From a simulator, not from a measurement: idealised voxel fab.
process module | voxel wiring stack
cross-section cut | 160 nm wide | cells 5 nm
A cross-section is a grid of square cells, given in bands from the top down. A band is one or more rows of cells.
Each band's line starts with the height of the band's top and of its bottom, in nm. Then come its materials from left to right, each with its width in nm. One material with "throughout" fills the band from edge to edge. "air" is empty space.
Height 0 is the level under which the wafer as received is all one material. The lowest band goes on downwards, as in "0 down".
A width such as "30 to 40" changes by the same amount from each row of cells to the next, from the band's top row to its bottom row.
"no change" after a step means that no cell of the cross-section changed.
closed voids: empty space of 8 cells or more with no open way to the top, each as width x height at its distance from the left edge, in nm
after a step's settings: what the simulator itself notes on the step
overlay nm, on a step with a mask: how far to the right of its planned place the mask lay; to the left if negative
plan
1 op RECEIVE | material Si
2 op CONFORMAL_DEP | material SiO2 | thk nm 10
3 op CONFORMAL_DEP | material SiN | thk nm 5
4 op DIRECTIONAL_DEP | material SiO2 | thk nm 20
5 op DIRECTIONAL_DEP | material aC | thk nm 15
6 op PATTERN | tone open | mask id METAL_1 | material resist | width nm 25 | pitch nm 45 | thk nm 30 | overlay nm 0
7 op DIRECTIONAL_ETCH | etch materials aC | depth nm 15
8 op STRIP | etch materials resist
9 op DIRECTIONAL_ETCH | etch materials SiO2 | depth nm 20
10 op DIRECTIONAL_ETCH | etch materials SiN | depth nm 5
11 op STRIP | etch materials aC
12 op CONFORMAL_DEP | material TiN | thk nm 5
13 op FILL_DEP | material Ru | thk nm 5
14 op CMP | height nm 35
15 op CONFORMAL_DEP | material SiCN | thk nm 5
16 op DIRECTIONAL_DEP | material lowk | thk nm 20
17 op DIRECTIONAL_DEP | material aC | thk nm 10
18 op PATTERN | tone open | mask id PLUG_1 | material resist | width nm 15 | thk nm 30 | overlay nm 0
19 op DIRECTIONAL_ETCH | etch materials aC | depth nm 10
20 op STRIP | etch materials resist
21 op DIRECTIONAL_ETCH | etch materials lowk | depth nm 20
22 op DIRECTIONAL_ETCH | etch materials SiCN | depth nm 5
23 op STRIP | etch materials aC
24 op EPI | material Ru | thk nm 10
25 op EPI | material Ru | thk nm 10
26 op EPI | material Ru | thk nm 5
27 op DIRECTIONAL_DEP | material TiN | thk nm 5
28 op DIRECTIONAL_DEP | material Ru | thk nm 20
29 op MASKED_ETCH | tone cover | mask id METAL_2 | width nm 25 | pitch nm 45 | etch materials Ru | depth nm 20 | overlay nm 0
30 op MASKED_ETCH | tone cover | mask id METAL_2 | width nm 25 | pitch nm 45 | etch materials TiN | depth nm 5 | overlay nm 0
31 op FILL_DEP | material SiO2 | thk nm 10
32 op CMP | height nm 85
33 op CONFORMAL_DEP | material SiCN | thk nm 5
34 op DIRECTIONAL_DEP | material lowk | thk nm 35
35 op DIRECTIONAL_DEP | material aC | thk nm 15
36 op PATTERN | tone open | mask id METAL_3_HOLES | material resist | width nm 15 | thk nm 35 | overlay nm 0
37 op DIRECTIONAL_ETCH | etch materials aC | depth nm 15
38 op STRIP | etch materials resist
39 op DIRECTIONAL_ETCH | etch materials lowk | depth nm 35
40 op STRIP | etch materials aC
41 op PATTERN | tone open | mask id METAL_3 | material resist | width nm 25 | pitch nm 45 | thk nm 20 | overlay nm 0
42 op DIRECTIONAL_ETCH | etch materials lowk | depth nm 20
43 op DIRECTIONAL_ETCH | etch materials SiCN | depth nm 5
44 op STRIP | etch materials resist
45 op CONFORMAL_DEP | material TiN | thk nm 5
46 op FILL_DEP | material Cu | thk nm 10
47 op CMP | height nm 125
48 op CONFORMAL_DEP | material SiCN | thk nm 5
first wafer, as planned
as received, after step 1
  0 down: Si throughout
  closed voids: none
after step 2
  10 to 0: SiO2 throughout
  below 0: unchanged
after step 3
  15 to 10: SiN throughout
  below 10: unchanged
after step 4
  35 to 15: SiO2 throughout
  below 15: unchanged
after step 5
  50 to 35: aC throughout
  below 35: unchanged
after step 6
  80 to 50: resist 45 | air 25 | resist 20 | air 25 | resist 45
  below 50: unchanged
after step 7
  65 to 50: resist 45 | air 25 | resist 20 | air 25 | resist 45
  50 to 35: aC 45 | air 25 | aC 20 | air 25 | aC 45
  below 35: unchanged
after step 8
  50 to 35: aC 45 | air 25 | aC 20 | air 25 | aC 45
  below 35: unchanged
after step 9
  50 to 35: aC 45 | air 25 | aC 20 | air 25 | aC 45
  35 to 15: SiO2 45 | air 25 | SiO2 20 | air 25 | SiO2 45
  below 15: unchanged
after step 10
  50 to 35: aC 45 | air 25 | aC 20 | air 25 | aC 45
  35 to 15: SiO2 45 | air 25 | SiO2 20 | air 25 | SiO2 45
  15 to 10: SiN 45 | air 25 | SiN 20 | air 25 | SiN 45
  below 10: unchanged
after step 11
  35 to 15: SiO2 45 | air 25 | SiO2 20 | air 25 | SiO2 45
  below 15: unchanged
after step 12
  40 to 35: TiN 50 | air 15 | TiN 30 | air 15 | TiN 50
  35 to 15: SiO2 45 | TiN 5 | air 15 | TiN 5 | SiO2 20 | TiN 5 | air 15 | TiN 5 | SiO2 45
  15 to 10: SiN 45 | TiN 25 | SiN 20 | TiN 25 | SiN 45
  below 10: unchanged
after step 13
  45 to 40: Ru throughout
  40 to 35: TiN 50 | Ru 15 | TiN 30 | Ru 15 | TiN 50
  35 to 15: SiO2 45 | TiN 5 | Ru 15 | TiN 5 | SiO2 20 | TiN 5 | Ru 15 | TiN 5 | SiO2 45
  below 15: unchanged
after step 14
  35 to 15: SiO2 45 | TiN 5 | Ru 15 | TiN 5 | SiO2 20 | TiN 5 | Ru 15 | TiN 5 | SiO2 45
  below 15: unchanged
after step 15
  40 to 35: SiCN throughout
  below 35: unchanged
after step 16
  60 to 40: lowk throughout
  below 40: unchanged
after step 17
  70 to 60: aC throughout
  below 60: unchanged
after step 18
  100 to 70: resist 45 | air 15 | resist 100
  below 70: unchanged
after step 19
  90 to 70: resist 45 | air 15 | resist 100
  70 to 60: aC 45 | air 15 | aC 100
  below 60: unchanged
after step 20
  70 to 60: aC 45 | air 15 | aC 100
  below 60: unchanged
after step 21
  70 to 60: aC 45 | air 15 | aC 100
  60 to 40: lowk 45 | air 15 | lowk 100
  below 40: unchanged
after step 22
  70 to 60: aC 45 | air 15 | aC 100
  60 to 40: lowk 45 | air 15 | lowk 100
  40 to 35: SiCN 45 | air 15 | SiCN 100
  below 35: unchanged
after step 23
  60 to 40: lowk 45 | air 15 | lowk 100
  below 40: unchanged
after step 24
  60 to 45: lowk 45 | air 15 | lowk 100
  45 to 40: lowk 45 | Ru 15 | lowk 100
  40 to 35: SiCN 45 | Ru 15 | SiCN 100
  below 35: unchanged
after step 25
  60 to 55: lowk 45 | air 15 | lowk 100
  55 to 40: lowk 45 | Ru 15 | lowk 100
  below 40: unchanged
after step 26
  60 to 40: lowk 45 | Ru 15 | lowk 100
  below 40: unchanged
after step 27
  65 to 60: TiN throughout
  below 60: unchanged
after step 28
  85 to 65: Ru throughout
  below 65: unchanged
after step 29
  85 to 65: air 45 | Ru 25 | air 20 | Ru 25 | air 45
  below 65: unchanged
after step 30
  85 to 65: air 45 | Ru 25 | air 20 | Ru 25 | air 45
  65 to 60: air 45 | TiN 25 | air 20 | TiN 25 | air 45
  below 60: unchanged
after step 31
  95 to 85: SiO2 throughout
  85 to 65: SiO2 45 | Ru 25 | SiO2 20 | Ru 25 | SiO2 45
  65 to 60: SiO2 45 | TiN 25 | SiO2 20 | TiN 25 | SiO2 45
  below 60: unchanged
after step 32
  85 to 65: SiO2 45 | Ru 25 | SiO2 20 | Ru 25 | SiO2 45
  below 65: unchanged
after step 33
  90 to 85: SiCN throughout
  below 85: unchanged
after step 34
  125 to 90: lowk throughout
  below 90: unchanged
after step 35
  140 to 125: aC throughout
  below 125: unchanged
after step 36
  175 to 140: resist 45 | air 15 | resist 100
  below 140: unchanged
after step 37
  160 to 140: resist 45 | air 15 | resist 100
  140 to 125: aC 45 | air 15 | aC 100
  below 125: unchanged
after step 38
  140 to 125: aC 45 | air 15 | aC 100
  below 125: unchanged
after step 39
  140 to 125: aC 45 | air 15 | aC 100
  125 to 90: lowk 45 | air 15 | lowk 100
  below 90: unchanged
after step 40
  125 to 90: lowk 45 | air 15 | lowk 100
  below 90: unchanged
after step 41
  145 to 125: resist 45 | air 25 | resist 20 | air 25 | resist 45
  below 125: unchanged
after step 42
  145 to 125: resist 45 | air 25 | resist 20 | air 25 | resist 45
  125 to 105: lowk 45 | air 25 | lowk 20 | air 25 | lowk 45
  below 105: unchanged
after step 43
  145 to 125: resist 45 | air 25 | resist 20 | air 25 | resist 45
  125 to 105: lowk 45 | air 25 | lowk 20 | air 25 | lowk 45
  105 to 90: lowk 45 | air 15 | lowk 100
  90 to 85: SiCN 45 | air 15 | SiCN 100
  below 85: unchanged
after step 44
  125 to 105: lowk 45 | air 25 | lowk 20 | air 25 | lowk 45
  below 105: unchanged
after step 45
  130 to 125: TiN 50 | air 15 | TiN 30 | air 15 | TiN 50
  125 to 110: lowk 45 | TiN 5 | air 15 | TiN 5 | lowk 20 | TiN 5 | air 15 | TiN 5 | lowk 45
  110 to 105: lowk 45 | TiN 5 | air 5 | TiN 15 | lowk 20 | TiN 25 | lowk 45
  105 to 90: lowk 45 | TiN 5 | air 5 | TiN 5 | lowk 100
  90 to 85: SiCN 45 | TiN 15 | SiCN 100
  below 85: unchanged
after step 46
  140 to 130: Cu throughout
  130 to 125: TiN 50 | Cu 15 | TiN 30 | Cu 15 | TiN 50
  125 to 110: lowk 45 | TiN 5 | Cu 15 | TiN 5 | lowk 20 | TiN 5 | Cu 15 | TiN 5 | lowk 45
  110 to 105: lowk 45 | TiN 5 | Cu 5 | TiN 15 | lowk 20 | TiN 25 | lowk 45
  105 to 90: lowk 45 | TiN 5 | Cu 5 | TiN 5 | lowk 100
  below 90: unchanged
after step 47
  125 to 110: lowk 45 | TiN 5 | Cu 15 | TiN 5 | lowk 20 | TiN 5 | Cu 15 | TiN 5 | lowk 45
  below 110: unchanged
after step 48
  130 to 125: SiCN throughout
  below 125: unchanged
second wafer: like start, like plan, one mistake. Through step 28 it matches the first wafer
when step 29 should have ended
  85 to 65: air 50 | Ru 20 | air 25 | Ru 20 | air 45
  below 65: unchanged
when step 30 should have ended
  85 to 65: air 50 | Ru 20 | air 25 | Ru 20 | air 45
  65 to 60: air 45 | TiN 25 | air 20 | TiN 25 | air 45
  below 60: unchanged
when step 31 should have ended
  95 to 85: SiO2 throughout
  85 to 65: SiO2 50 | Ru 20 | SiO2 25 | Ru 20 | SiO2 45
  65 to 60: SiO2 45 | TiN 25 | SiO2 20 | TiN 25 | SiO2 45
  below 60: unchanged
when step 32 should have ended
  85 to 65: SiO2 50 | Ru 20 | SiO2 25 | Ru 20 | SiO2 45
  below 65: unchanged
when step 33 should have ended
  90 to 85: SiCN throughout
  below 85: unchanged
when step 34 should have ended
  125 to 90: lowk throughout
  below 90: unchanged
when step 35 should have ended
  140 to 125: aC throughout
  below 125: unchanged
when step 36 should have ended
  175 to 140: resist 45 | air 15 | resist 100
  below 140: unchanged
when step 37 should have ended
  160 to 140: resist 45 | air 15 | resist 100
  140 to 125: aC 45 | air 15 | aC 100
  below 125: unchanged
when step 38 should have ended
  140 to 125: aC 45 | air 15 | aC 100
  below 125: unchanged
when step 39 should have ended
  140 to 125: aC 45 | air 15 | aC 100
  125 to 90: lowk 45 | air 15 | lowk 100
  below 90: unchanged
when step 40 should have ended
  125 to 90: lowk 45 | air 15 | lowk 100
  below 90: unchanged
when step 41 should have ended
  145 to 125: resist 45 | air 25 | resist 20 | air 25 | resist 45
  below 125: unchanged
when step 42 should have ended
  145 to 125: resist 45 | air 25 | resist 20 | air 25 | resist 45
  125 to 105: lowk 45 | air 25 | lowk 20 | air 25 | lowk 45
  below 105: unchanged
when step 43 should have ended
  145 to 125: resist 45 | air 25 | resist 20 | air 25 | resist 45
  125 to 105: lowk 45 | air 25 | lowk 20 | air 25 | lowk 45
  105 to 90: lowk 45 | air 15 | lowk 100
  90 to 85: SiCN 45 | air 15 | SiCN 100
  below 85: unchanged
when step 44 should have ended
  125 to 105: lowk 45 | air 25 | lowk 20 | air 25 | lowk 45
  below 105: unchanged
when step 45 should have ended
  130 to 125: TiN 50 | air 15 | TiN 30 | air 15 | TiN 50
  125 to 110: lowk 45 | TiN 5 | air 15 | TiN 5 | lowk 20 | TiN 5 | air 15 | TiN 5 | lowk 45
  110 to 105: lowk 45 | TiN 5 | air 5 | TiN 15 | lowk 20 | TiN 25 | lowk 45
  105 to 90: lowk 45 | TiN 5 | air 5 | TiN 5 | lowk 100
  90 to 85: SiCN 45 | TiN 15 | SiCN 100
  below 85: unchanged
when step 46 should have ended
  140 to 130: Cu throughout
  130 to 125: TiN 50 | Cu 15 | TiN 30 | Cu 15 | TiN 50
  125 to 110: lowk 45 | TiN 5 | Cu 15 | TiN 5 | lowk 20 | TiN 5 | Cu 15 | TiN 5 | lowk 45
  110 to 105: lowk 45 | TiN 5 | Cu 5 | TiN 15 | lowk 20 | TiN 25 | lowk 45
  105 to 90: lowk 45 | TiN 5 | Cu 5 | TiN 5 | lowk 100
  below 90: unchanged
when step 47 should have ended
  125 to 110: lowk 45 | TiN 5 | Cu 15 | TiN 5 | lowk 20 | TiN 5 | Cu 15 | TiN 5 | lowk 45
  below 110: unchanged
when step 48 should have ended
  130 to 125: SiCN throughout
  below 125: unchanged
what went wrong: step 29 ran as: op MASKED_ETCH | tone cover | mask id METAL_2 | width nm 20 | pitch nm 45 | etch materials Ru | depth nm 20 | overlay nm 0
at the end the second wafer has, in cells: 8 fewer of Ru | 8 more of SiO2
